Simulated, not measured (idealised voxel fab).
The document below concerns the process module designated voxel self aligned contacts.
165 nm wide, 5 nm square cells: that's cross-section cut.
Bands, listed from the top down, are how a cross-section gets written in this document; the cross-section itself is a grid of square cells, and a band is one or more rows of them.
Read a band's entry like this: the first values are the height of its top and the height of its bottom in nm, and what follows is the sequence of materials from left to right, each with its width in nm. Note that "empty" is empty space, and that a single material marked "edge to edge" reaches across the band from edge to edge.
The level at which height equals 0 is the one under which the wafer, as it arrives, is entirely one material. No lower edge exists for the bottom band, which continues downward and is notated as in "top 0, no bottom".
A width such as "30->40" changes by the same amount from each row of cells to the next, from the band's top row to its bottom row.
You'll sometimes find "nothing got changed" written for a step, and that's the way of saying that nowhere in the cross-section did a cell change during that step.
You'll see "Fully sealed voids" listing empty spaces that have no way open to the top, as long as they're 8 cells or more; the notation is width x height at distance, where the distance is from the left edge, and all of it is in nm.
Note: text after step settings on the step line = simulator remark on that step.
overlay nm: how far to the right of its planned place the mask lay on this masked step (negative: to the left).

## List of planned process steps
1) RECEIVE, material Si
2) CONFORMAL_DEP, material SiO2, thk nm 5
3) DIRECTIONAL_DEP, material polySi, thk nm 30
4) DIRECTIONAL_DEP, material SiN, thk nm 15
5) MASKED_ETCH, tone cover, mask id GATE, width nm 35, pitch nm 70, etch materials SiN, depth nm 15, overlay nm 0
6) MASKED_ETCH, tone cover, mask id GATE, width nm 35, pitch nm 70, etch materials polySi, depth nm 30, overlay nm 0
7) CONFORMAL_DEP, material SiN, thk nm 5
8) DIRECTIONAL_ETCH, etch materials SiN, depth nm 5
9) FILL_DEP, material SiO2, thk nm 15
10) CMP, height nm 55
11) MASKED_ETCH, tone open, mask id CONTACT, width nm 45, etch materials SiO2, depth nm 55, overlay nm 0
12) CONFORMAL_DEP, material TiN, thk nm 5
13) FILL_DEP, material Ru, thk nm 10
14) CMP, height nm 55
15) CONFORMAL_DEP, material SiCN, thk nm 5

## What follows covers the first of two wafers; it ran as planned

## As-received state of the wafer in cross-section, equivalent to post-step 1
	top 0, no bottom: Si edge to edge
	Fully sealed voids: none

## Cross-section of the wafer after step 2
	top 5, bottom 0: SiO2 edge to edge
	Below 0, the layers are the same as they were.

## Cross-section of the wafer after step 3
	top 35, bottom 5: polySi edge to edge
	Below 5, the layers are the same as they were.

## Cross-section of the wafer after step 4
	top 50, bottom 35: SiN edge to edge
	Below 35, the layers are the same as they were.

## Cross-section of the wafer after step 5
	top 50, bottom 35: empty (30), then SiN (35), then empty (35), then SiN (35), then empty (30)
	Below 35, the layers are the same as they were.

## Cross-section of the wafer after step 6
	top 50, bottom 35: empty (30), then SiN (35), then empty (35), then SiN (35), then empty (30)
	top 35, bottom 5: empty (30), then polySi (35), then empty (35), then polySi (35), then empty (30)
	Below 5, the layers are the same as they were.

## Cross-section of the wafer after step 7
	top 55, bottom 35: empty (25), then SiN (45), then empty (25), then SiN (45), then empty (25)
	top 35, bottom 10: empty (25), then SiN (5), then polySi (35), then SiN (5), then empty (25), then SiN (5), then polySi (35), then SiN (5), then empty (25)
	top 10, bottom 5: SiN (30), then polySi (35), then SiN (35), then polySi (35), then SiN (30)
	Below 5, the layers are the same as they were.

## Cross-section of the wafer after step 8
	top 50, bottom 35: empty (25), then SiN (45), then empty (25), then SiN (45), then empty (25)
	top 35, bottom 5: empty (25), then SiN (5), then polySi (35), then SiN (5), then empty (25), then SiN (5), then polySi (35), then SiN (5), then empty (25)
	Below 5, the layers are the same as they were.

## Cross-section of the wafer after step 9
	top 65, bottom 50: SiO2 edge to edge
	top 50, bottom 35: SiO2 (25), then SiN (45), then SiO2 (25), then SiN (45), then SiO2 (25)
	top 35, bottom 5: SiO2 (25), then SiN (5), then polySi (35), then SiN (5), then SiO2 (25), then SiN (5), then polySi (35), then SiN (5), then SiO2 (25)
	Below 5, the layers are the same as they were.

## Cross-section of the wafer after step 10
	top 55, bottom 50: SiO2 edge to edge
	Below 50, the layers are the same as they were.

## Cross-section of the wafer after step 11
	top 55, bottom 50: SiO2 (60), then empty (45), then SiO2 (60)
	top 50, bottom 35: SiO2 (25), then SiN (45), then empty (25), then SiN (45), then SiO2 (25)
	top 35, bottom 5: SiO2 (25), then SiN (5), then polySi (35), then SiN (5), then empty (25), then SiN (5), then polySi (35), then SiN (5), then SiO2 (25)
	top 5, bottom 0: SiO2 (70), then empty (25), then SiO2 (70)
	Below 0, the layers are the same as they were.

## Cross-section of the wafer after step 12
	top 60, bottom 55: TiN (65), then empty (35), then TiN (65)
	top 55, bottom 50: SiO2 (60), then TiN (15), then empty (15), then TiN (15), then SiO2 (60)
	top 50, bottom 35: SiO2 (25), then SiN (45), then TiN (5), then empty (15), then TiN (5), then SiN (45), then SiO2 (25)
	top 35, bottom 5: SiO2 (25), then SiN (5), then polySi (35), then SiN (5), then TiN (5), then empty (15), then TiN (5), then SiN (5), then polySi (35), then SiN (5), then SiO2 (25)
	top 5, bottom 0: SiO2 (70), then TiN (25), then SiO2 (70)
	Below 0, the layers are the same as they were.

## Cross-section of the wafer after step 13
	top 70, bottom 60: Ru edge to edge
	top 60, bottom 55: TiN (65), then Ru (35), then TiN (65)
	top 55, bottom 50: SiO2 (60), then TiN (15), then Ru (15), then TiN (15), then SiO2 (60)
	top 50, bottom 35: SiO2 (25), then SiN (45), then TiN (5), then Ru (15), then TiN (5), then SiN (45), then SiO2 (25)
	top 35, bottom 5: SiO2 (25), then SiN (5), then polySi (35), then SiN (5), then TiN (5), then Ru (15), then TiN (5), then SiN (5), then polySi (35), then SiN (5), then SiO2 (25)
	Below 5, the layers are the same as they were.

## Cross-section of the wafer after step 14
	top 55, bottom 50: SiO2 (60), then TiN (15), then Ru (15), then TiN (15), then SiO2 (60)
	Below 50, the layers are the same as they were.

## Cross-section of the wafer after step 15
	top 60, bottom 55: SiCN edge to edge
	Below 55, the layers are the same as they were.

## second wafer: like start, like plan, one mistake. Through step 2 it matches the first wafer

## Second wafer, cut view, end of step 3 per plan
	top 65, bottom 5: polySi edge to edge
	Below 5, the layers are the same as they were.

## Second wafer, cut view, end of step 4 per plan
	top 80, bottom 65: SiN edge to edge
	Below 65, the layers are the same as they were.

## Second wafer, cut view, end of step 5 per plan
	top 80, bottom 65: empty (30), then SiN (35), then empty (35), then SiN (35), then empty (30)
	Below 65, the layers are the same as they were.

## Second wafer, cut view, end of step 6 per plan
	top 80, bottom 65: empty (30), then SiN (35), then empty (35), then SiN (35), then empty (30)
	top 65, bottom 35: empty (30), then polySi (35), then empty (35), then polySi (35), then empty (30)
	Below 35, the layers are the same as they were.

## Second wafer, cut view, end of step 7 per plan
	top 85, bottom 65: empty (25), then SiN (45), then empty (25), then SiN (45), then empty (25)
	top 65, bottom 40: empty (25), then SiN (5), then polySi (35), then SiN (5), then empty (25), then SiN (5), then polySi (35), then SiN (5), then empty (25)
	top 40, bottom 35: SiN (30), then polySi (35), then SiN (35), then polySi (35), then SiN (30)
	Below 35, the layers are the same as they were.

## Second wafer, cut view, end of step 8 per plan
	top 80, bottom 65: empty (25), then SiN (45), then empty (25), then SiN (45), then empty (25)
	top 65, bottom 35: empty (25), then SiN (5), then polySi (35), then SiN (5), then empty (25), then SiN (5), then polySi (35), then SiN (5), then empty (25)
	Below 35, the layers are the same as they were.

## Second wafer, cut view, end of step 9 per plan
	top 95, bottom 80: SiO2 edge to edge
	top 80, bottom 65: SiO2 (25), then SiN (45), then SiO2 (25), then SiN (45), then SiO2 (25)
	top 65, bottom 35: SiO2 (25), then SiN (5), then polySi (35), then SiN (5), then SiO2 (25), then SiN (5), then polySi (35), then SiN (5), then SiO2 (25)
	Below 35, the layers are the same as they were.

## Second wafer, cut view, end of step 10 per plan
	top 55, bottom 35: SiO2 (25), then SiN (5), then polySi (35), then SiN (5), then SiO2 (25), then SiN (5), then polySi (35), then SiN (5), then SiO2 (25)
	Below 35, the layers are the same as they were.

## Second wafer, cut view, end of step 11 per plan
	top 55, bottom 35: SiO2 (25), then SiN (5), then polySi (35), then SiN (5), then empty (25), then SiN (5), then polySi (35), then SiN (5), then SiO2 (25)
	Below 35, the layers are the same as they were.

## Second wafer, cut view, end of step 12 per plan
	top 60, bottom 55: TiN (75), then empty (15), then TiN (75)
	top 55, bottom 40: SiO2 (25), then SiN (5), then polySi (35), then SiN (5), then TiN (5), then empty (15), then TiN (5), then SiN (5), then polySi (35), then SiN (5), then SiO2 (25)
	top 40, bottom 35: SiO2 (25), then SiN (5), then polySi (35), then SiN (5), then TiN (25), then SiN (5), then polySi (35), then SiN (5), then SiO2 (25)
	Below 35, the layers are the same as they were.

## Second wafer, cut view, end of step 13 per plan
	top 70, bottom 60: Ru edge to edge
	top 60, bottom 55: TiN (75), then Ru (15), then TiN (75)
	top 55, bottom 40: SiO2 (25), then SiN (5), then polySi (35), then SiN (5), then TiN (5), then Ru (15), then TiN (5), then SiN (5), then polySi (35), then SiN (5), then SiO2 (25)
	Below 40, the layers are the same as they were.

## Second wafer, cut view, end of step 14 per plan
	top 55, bottom 40: SiO2 (25), then SiN (5), then polySi (35), then SiN (5), then TiN (5), then Ru (15), then TiN (5), then SiN (5), then polySi (35), then SiN (5), then SiO2 (25)
	Below 40, the layers are the same as they were.

## Second wafer, cut view, end of step 15 per plan
	top 60, bottom 55: SiCN edge to edge
	Below 55, the layers are the same as they were.
The mistake made against the process plan was this: twice over, step 3 of the plan was run
Final wafer comparison in cells, second versus first, more or fewer per material: Ru: 21 fewer, SiN: 62 fewer, SiO2: 69 fewer, TiN: 18 fewer, polySi: 170 more
